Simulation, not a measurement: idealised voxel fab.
process module | voxel ribs on slabs
For reference, the cross-section in this document is cut, with width 295 nm and square cells of 5 nm.
In what follows, cross-sections appear as grids of square cells, described through bands that run from the top down, where every band is one or more rows of cells. Band: top height; bottom height; in nm. Then, left to right: material with width in nm, for each material. "throughout": a single material spanning edge to edge. "empty": empty space. Ref level 0: as-received wafer is one material below here. Bottom band extends down with no lower bound ("from 0 down"). Read "30 to 40" as a graded width: first number on top, second number at the bottom, same change between each pair of neighbouring rows. Step marked "no modification"? Then no cell in the cross-section changed in it. For the entry "Closed internal cavities", the listed items are empty spaces with no open way to the top whose size is 8 cells or more; each item follows the pattern width x height at distance, where distance is from the left edge and all three are in nm. Formally, on a step line, whatever follows the settings is a remark that the simulator itself makes on the step. "overlay nm" on a masked step: distance the mask lay right of its planned place, negative for left.
HERE'S WHAT THE PLANNED PROCESS STEPS LOOK LIKE
- 1: RECEIVE,material Si
- 2: DIRECTIONAL_DEP,material SiO2,thk nm 30
- 3: DIRECTIONAL_DEP,material SiN,thk nm 25
- 4: DIRECTIONAL_DEP,material aC,thk nm 15
- 5: PATTERN,tone cover,mask id RIB,material resist,width nm 15,thk nm 30,overlay nm -15
- 6: DIRECTIONAL_ETCH,etch materials aC,depth nm 15
- 7: STRIP,etch materials resist
- 8: DIRECTIONAL_ETCH,etch materials SiN,depth nm 20
- 9: STRIP,etch materials aC
- 10: MASKED_ETCH,tone cover,mask id SLAB,width nm 55,etch materials SiN,depth nm 5,overlay nm 0
- 11: FILL_DEP,material SiO2,thk nm 30
- 12: CMP,height nm 75
- 13: DIRECTIONAL_DEP,material W,thk nm 5
- 14: DIRECTIONAL_DEP,material aC,thk nm 15
- 15: PATTERN,tone cover,mask id HEATER,material resist,width nm 25,thk nm 30,overlay nm 0
- 16: DIRECTIONAL_ETCH,etch materials aC,depth nm 15
- 17: STRIP,etch materials resist
- 18: DIRECTIONAL_ETCH,etch materials W,depth nm 5
- 19: STRIP,etch materials aC
- 20: CONFORMAL_DEP,material SiN,thk nm 5
It is noted that the wafers described herein are identical at the outset and are distinguished by the overlay nm of step 5; the value stated in the plan corresponds to the first wafer.
THE AS-RECEIVED CROSS-SECTION OF THE FIRST OF SEVERAL WAFERS CORRESPONDS TO THE STATE AFTER STEP 1
- from 0 down: Si throughout
- Closed internal cavities: none
MODULE END STATE AFTER FINAL STEP 20: CROSS-SECTION OF THE FIRST OF SEVERAL WAFERS
- from 85 to 80: 130 nm empty, 35 nm SiN, 130 nm empty
- from 80 to 75: 135 nm SiN, 25 nm W, 135 nm SiN
- from 75 to 55: SiO2 throughout
- from 55 to 35: 125 nm SiO2, 15 nm SiN, 155 nm SiO2
- from 35 to 30: 120 nm SiO2, 55 nm SiN, 120 nm SiO2
- from 30 to 0: SiO2 throughout
- from 0 down: Si throughout
- Closed internal cavities: none
WAFER CROSS-SECTION (LAST WAFER, MODULE END)
- from 85 to 80: 130 nm empty, 35 nm SiN, 130 nm empty
- from 80 to 75: 135 nm SiN, 25 nm W, 135 nm SiN
- from 75 to 55: SiO2 throughout
- from 55 to 35: 155 nm SiO2, 15 nm SiN, 125 nm SiO2
- from 35 to 30: 120 nm SiO2, 55 nm SiN, 120 nm SiO2
- from 30 to 0: SiO2 throughout
- from 0 down: Si throughout
- Closed internal cavities: none
END OF MODULE, BY WAFER: MATERIAL-BY-MATERIAL CELL GAIN (+) OR LOSS (-) SINCE RECEIPT, THEN CLOSED VOIDS
overlay nm -15, +84 SiN, +862 SiO2, +5 W, Closed internal cavities: none
overlay nm -10, +84 SiN, +862 SiO2, +5 W, Closed internal cavities: none
overlay nm -5, +84 SiN, +862 SiO2, +5 W, Closed internal cavities: none
overlay nm 0, +84 SiN, +862 SiO2, +5 W, Closed internal cavities: none
overlay nm 5, +84 SiN, +862 SiO2, +5 W, Closed internal cavities: none
overlay nm 10, +84 SiN, +862 SiO2, +5 W, Closed internal cavities: none
overlay nm 15, +84 SiN, +862 SiO2, +5 W, Closed internal cavities: none
